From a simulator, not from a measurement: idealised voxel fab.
process module | voxel air gaps
cross-section cut | 210 nm wide | cells 5 nm
A cross-section is a grid of square cells, given in bands from the top down. A band is one or more rows of cells.
Each band's line starts with the height of the band's top and of its bottom, in nm. Then come its materials from left to right, each with its width in nm. One material with "throughout" fills the band from edge to edge. "air" is empty space.
Height 0 is the level under which the wafer as received is all one material. The lowest band goes on downwards, as in "0 down".
A width such as "30 to 40" changes by the same amount from each row of cells to the next, from the band's top row to its bottom row.
"no change" after a step means that no cell of the cross-section changed.
closed voids: empty space of 8 cells or more with no open way to the top, each as width x height at its distance from the left edge, in nm
after a step's settings: what the simulator itself notes on the step
overlay nm, on a step with a mask: how far to the right of its planned place the mask lay; to the left if negative
Each pair below shows a cross-section before one step and the cross-section after it, down to the lowest band that changed. The line under each pair gives the step between them, with its settings. The pairs can come from different runs of this module on the same starting wafer, so a pair continues from the pair above only where its "before" says so.
before
  55 to 50: TiN 25 | air 5 | TiN 40 | air 5 | TiN 40 | air 5 | TiN 40 | air 5 | TiN 45
  50 to 20: lowk 20 | TiN 5 | air 5 | TiN 5 | lowk 30 | TiN 5 | air 5 | TiN 5 | lowk 30 | TiN 5 | air 5 | TiN 5 | lowk 30 | TiN 5 | air 5 | TiN 5 | lowk 40
  20 to 15: lowk 20 | TiN 15 | lowk 30 | TiN 15 | lowk 30 | TiN 15 | lowk 30 | TiN 15 | lowk 40
  15 to 10: SiN throughout
  10 to 0: SiO2 throughout
  0 down: Si throughout
  closed voids: none
after
  60 to 55: Ru throughout
  55 to 50: TiN 25 | Ru 5 | TiN 40 | Ru 5 | TiN 40 | Ru 5 | TiN 40 | Ru 5 | TiN 45
  50 to 20: lowk 20 | TiN 5 | Ru 5 | TiN 5 | lowk 30 | TiN 5 | Ru 5 | TiN 5 | lowk 30 | TiN 5 | Ru 5 | TiN 5 | lowk 30 | TiN 5 | Ru 5 | TiN 5 | lowk 40
  below 20: unchanged
  closed voids: none
the step between: op FILL_DEP | material Ru | thk nm 5
before: the cross-section after the pair above
after
  50 to 20: lowk 20 | TiN 5 | Ru 5 | TiN 5 | lowk 30 | TiN 5 | Ru 5 | TiN 5 | lowk 30 | TiN 5 | Ru 5 | TiN 5 | lowk 30 | TiN 5 | Ru 5 | TiN 5 | lowk 40
  below 20: unchanged
  closed voids: none
the step between: op CMP | height nm 50
before: the cross-section after the pair above
after
  60 to 50: air 10 | Ru 35 | air 10 | Ru 35 | air 10 | Ru 35 | air 10 | Ru 35 | air 30
  below 50: unchanged
  closed voids: none
the step between: op EPI | material Ru | thk nm 10
before: the cross-section after the pair above
after
  60 to 50: air 10 | Ru 35 | air 10 | Ru 35 | air 10 | Ru 35 | air 10 | Ru 35 | air 30
  50 to 20: air 20 | TiN 5 | Ru 5 | TiN 5 | air 30 | TiN 5 | Ru 5 | TiN 5 | air 30 | TiN 5 | Ru 5 | TiN 5 | air 30 | TiN 5 | Ru 5 | TiN 5 | air 40
  20 to 15: air 20 | TiN 15 | air 30 | TiN 15 | air 30 | TiN 15 | air 30 | TiN 15 | air 40
  below 15: unchanged
  closed voids: none
the step between: op SELECTIVE_ETCH | etch materials lowk | depth nm 45
before: the cross-section after the pair above
after
  65 to 60: air 5 | SiCN 180 | air 25
  60 to 50: air 5 | SiCN 5 | Ru 35 | SiCN 10 | Ru 35 | SiCN 10 | Ru 35 | SiCN 10 | Ru 35 | SiCN 5 | air 25
  50 to 45: air 5 | SiCN 15 | TiN 5 | Ru 5 | TiN 5 | SiCN 30 | TiN 5 | Ru 5 | TiN 5 | SiCN 30 | TiN 5 | Ru 5 | TiN 5 | SiCN 30 | TiN 5 | Ru 5 | TiN 5 | SiCN 15 | air 25
  45 to 20: air 15 | SiCN 5 | TiN 5 | Ru 5 | TiN 5 | SiCN 5 | air 20 | SiCN 5 | TiN 5 | Ru 5 | TiN 5 | SiCN 5 | air 20 | SiCN 5 | TiN 5 | Ru 5 | TiN 5 | SiCN 5 | air 20 | SiCN 5 | TiN 5 | Ru 5 | TiN 5 | SiCN 5 | air 35
  20 to 15: SiCN 20 | TiN 15 | SiCN 30 | TiN 15 | SiCN 30 | TiN 15 | SiCN 30 | TiN 15 | SiCN 40
  below 15: unchanged
  closed voids: 20 x 25 at 40; 20 x 25 at 85; 20 x 25 at 130
the step between: op CONFORMAL_DEP | material SiCN | thk nm 5
before
  0 down: Si throughout
  closed voids: none
after
  10 to 0: TiN throughout
  below 0: unchanged
  closed voids: none
the step between: op CONFORMAL_DEP | material TiN | thk nm 10
before: the cross-section after the pair above
after
  15 to 10: SiN throughout
  below 10: unchanged
  closed voids: none
the step between: op CONFORMAL_DEP | material SiN | thk nm 5
before: the cross-section after the pair above
after
  50 to 15: lowk throughout
  below 15: unchanged
  closed voids: none
the step between: op DIRECTIONAL_DEP | material lowk | thk nm 35
before: the cross-section after the pair above
after
  65 to 50: aC throughout
  below 50: unchanged
  closed voids: none
the step between: op DIRECTIONAL_DEP | material aC | thk nm 15
before: the cross-section after the pair above
after
  95 to 65: resist 30 | air 15 | resist 30 | air 15 | resist 30 | air 15 | resist 30 | air 15 | resist 30
  below 65: unchanged
  closed voids: none
the step between: op PATTERN | tone open | mask id LINES | material resist | width nm 15 | pitch nm 45 | thk nm 30 | overlay nm 0
before: the cross-section after the pair above
after
  80 to 65: resist 30 | air 15 | resist 30 | air 15 | resist 30 | air 15 | resist 30 | air 15 | resist 30
  65 to 50: aC 30 | air 15 | aC 30 | air 15 | aC 30 | air 15 | aC 30 | air 15 | aC 30
  below 50: unchanged
  closed voids: none
the step between: op DIRECTIONAL_ETCH | etch materials aC | depth nm 15
before: the cross-section after the pair above
after
  65 to 50: aC 30 | air 15 | aC 30 | air 15 | aC 30 | air 15 | aC 30 | air 15 | aC 30
  below 50: unchanged
  closed voids: none
the step between: op STRIP | etch materials resist
before: the cross-section after the pair above
after
  65 to 50: aC 30 | air 15 | aC 30 | air 15 | aC 30 | air 15 | aC 30 | air 15 | aC 30
  50 to 15: lowk 30 | air 15 | lowk 30 | air 15 | lowk 30 | air 15 | lowk 30 | air 15 | lowk 30
  below 15: unchanged
  closed voids: none
the step between: op DIRECTIONAL_ETCH | etch materials lowk | depth nm 35
before: the cross-section after the pair above
after
  50 to 15: lowk 30 | air 15 | lowk 30 | air 15 | lowk 30 | air 15 | lowk 30 | air 15 | lowk 30
  below 15: unchanged
  closed voids: none
the step between: op STRIP | etch materials aC
before: the cross-section after the pair above
after
  55 to 50: TiN 35 | air 5 | TiN 40 | air 5 | TiN 40 | air 5 | TiN 40 | air 5 | TiN 35
  50 to 20: lowk 30 | TiN 5 | air 5 | TiN 5 | lowk 30 | TiN 5 | air 5 | TiN 5 | lowk 30 | TiN 5 | air 5 | TiN 5 | lowk 30 | TiN 5 | air 5 | TiN 5 | lowk 30
  20 to 15: lowk 30 | TiN 15 | lowk 30 | TiN 15 | lowk 30 | TiN 15 | lowk 30 | TiN 15 | lowk 30
  below 15: unchanged
  closed voids: none
the step between: op CONFORMAL_DEP | material TiN | thk nm 5
before: the cross-section after the pair above
after
  60 to 55: Ru throughout
  55 to 50: TiN 35 | Ru 5 | TiN 40 | Ru 5 | TiN 40 | Ru 5 | TiN 40 | Ru 5 | TiN 35
  50 to 20: lowk 30 | TiN 5 | Ru 5 | TiN 5 | lowk 30 | TiN 5 | Ru 5 | TiN 5 | lowk 30 | TiN 5 | Ru 5 | TiN 5 | lowk 30 | TiN 5 | Ru 5 | TiN 5 | lowk 30
  below 20: unchanged
  closed voids: none
the step between: op FILL_DEP | material Ru | thk nm 5
before: the cross-section after the pair above
after
  50 to 20: lowk 30 | TiN 5 | Ru 5 | TiN 5 | lowk 30 | TiN 5 | Ru 5 | TiN 5 | lowk 30 | TiN 5 | Ru 5 | TiN 5 | lowk 30 | TiN 5 | Ru 5 | TiN 5 | lowk 30
  below 20: unchanged
  closed voids: none
the step between: op CMP | height nm 50
before: the cross-section after the pair above
after
  60 to 50: air 20 | Ru 35 | air 10 | Ru 35 | air 10 | Ru 35 | air 10 | Ru 35 | air 20
  below 50: unchanged
  closed voids: none
the step between: op EPI | material Ru | thk nm 10
before: the cross-section after the pair above
after
  60 to 50: air 20 | Ru 35 | air 10 | Ru 35 | air 10 | Ru 35 | air 10 | Ru 35 | air 20
  50 to 20: air 30 | TiN 5 | Ru 5 | TiN 5 | air 30 | TiN 5 | Ru 5 | TiN 5 | air 30 | TiN 5 | Ru 5 | TiN 5 | air 30 | TiN 5 | Ru 5 | TiN 5 | air 30
  20 to 15: air 30 | TiN 15 | air 30 | TiN 15 | air 30 | TiN 15 | air 30 | TiN 15 | air 30
  below 15: unchanged
  closed voids: none
the step between: op SELECTIVE_ETCH | etch materials lowk | depth nm 45
before: the cross-section after the pair above
after
  65 to 60: air 15 | SiCN 180 | air 15
  60 to 50: air 15 | SiCN 5 | Ru 35 | SiCN 10 | Ru 35 | SiCN 10 | Ru 35 | SiCN 10 | Ru 35 | SiCN 5 | air 15
  50 to 45: air 15 | SiCN 15 | TiN 5 | Ru 5 | TiN 5 | SiCN 30 | TiN 5 | Ru 5 | TiN 5 | SiCN 30 | TiN 5 | Ru 5 | TiN 5 | SiCN 30 | TiN 5 | Ru 5 | TiN 5 | SiCN 15 | air 15
  45 to 20: air 25 | SiCN 5 | TiN 5 | Ru 5 | TiN 5 | SiCN 5 | air 20 | SiCN 5 | TiN 5 | Ru 5 | TiN 5 | SiCN 5 | air 20 | SiCN 5 | TiN 5 | Ru 5 | TiN 5 | SiCN 5 | air 20 | SiCN 5 | TiN 5 | Ru 5 | TiN 5 | SiCN 5 | air 25
  20 to 15: SiCN 30 | TiN 15 | SiCN 30 | TiN 15 | SiCN 30 | TiN 15 | SiCN 30 | TiN 15 | SiCN 30
  below 15: unchanged
  closed voids: 20 x 25 at 50; 20 x 25 at 95; 20 x 25 at 140
the step between: op CONFORMAL_DEP | material SiCN | thk nm 5
before
  65 to 50: aC throughout
  50 to 15: lowk throughout
  15 to 10: SiN throughout
  10 to 0: SiO2 throughout
  0 down: Si throughout
  closed voids: none
after
  95 to 65: air 30 | resist 15 | air 30 | resist 15 | air 30 | resist 15 | air 30 | resist 15 | air 30
  below 65: unchanged
  closed voids: none
the step between: op PATTERN | tone cover | mask id LINES | material resist | width nm 15 | pitch nm 45 | thk nm 30 | overlay nm 0
before: the cross-section after the pair above
after
  80 to 65: air 30 | resist 15 | air 30 | resist 15 | air 30 | resist 15 | air 30 | resist 15 | air 30
  65 to 50: air 30 | aC 15 | air 30 | aC 15 | air 30 | aC 15 | air 30 | aC 15 | air 30
  below 50: unchanged
  closed voids: none
the step between: op DIRECTIONAL_ETCH | etch materials aC | depth nm 15
before: the cross-section after the pair above
after
  65 to 50: air 30 | aC 15 | air 30 | aC 15 | air 30 | aC 15 | air 30 | aC 15 | air 30
  below 50: unchanged
  closed voids: none
the step between: op STRIP | etch materials resist
before: the cross-section after the pair above
after
  65 to 50: air 30 | aC 15 | air 30 | aC 15 | air 30 | aC 15 | air 30 | aC 15 | air 30
  50 to 15: air 30 | lowk 15 | air 30 | lowk 15 | air 30 | lowk 15 | air 30 | lowk 15 | air 30
  below 15: unchanged
  closed voids: none
the step between: op DIRECTIONAL_ETCH | etch materials lowk | depth nm 35
before: the cross-section after the pair above
after
  50 to 15: air 30 | lowk 15 | air 30 | lowk 15 | air 30 | lowk 15 | air 30 | lowk 15 | air 30
  below 15: unchanged
  closed voids: none
the step between: op STRIP | etch materials aC
before: the cross-section after the pair above
after
  55 to 50: air 25 | TiN 25 | air 20 | TiN 25 | air 20 | TiN 25 | air 20 | TiN 25 | air 25
  50 to 20: air 25 | TiN 5 | lowk 15 | TiN 5 | air 20 | TiN 5 | lowk 15 | TiN 5 | air 20 | TiN 5 | lowk 15 | TiN 5 | air 20 | TiN 5 | lowk 15 | TiN 5 | air 25
  20 to 15: TiN 30 | lowk 15 | TiN 30 | lowk 15 | TiN 30 | lowk 15 | TiN 30 | lowk 15 | TiN 30
  below 15: unchanged
  closed voids: none
the step between: op CONFORMAL_DEP | material TiN | thk nm 5
before: the cross-section after the pair above
after
  60 to 55: Ru throughout
  55 to 50: Ru 25 | TiN 25 | Ru 20 | TiN 25 | Ru 20 | TiN 25 | Ru 20 | TiN 25 | Ru 25
  50 to 20: Ru 25 | TiN 5 | lowk 15 | TiN 5 | Ru 20 | TiN 5 | lowk 15 | TiN 5 | Ru 20 | TiN 5 | lowk 15 | TiN 5 | Ru 20 | TiN 5 | lowk 15 | TiN 5 | Ru 25
  below 20: unchanged
  closed voids: none
the step between: op FILL_DEP | material Ru | thk nm 5
before: the cross-section after the pair above
after
  50 to 20: Ru 25 | TiN 5 | lowk 15 | TiN 5 | Ru 20 | TiN 5 | lowk 15 | TiN 5 | Ru 20 | TiN 5 | lowk 15 | TiN 5 | Ru 20 | TiN 5 | lowk 15 | TiN 5 | Ru 25
  below 20: unchanged
  closed voids: none
the step between: op CMP | height nm 50
before: the cross-section after the pair above
after
  60 to 50: Ru throughout
  below 50: unchanged
  closed voids: none
the step between: op EPI | material Ru | thk nm 10
before: the cross-section after the pair above
after
  65 to 60: SiCN throughout
  below 60: unchanged
  closed voids: none
the step between: op CONFORMAL_DEP | material SiCN | thk nm 5
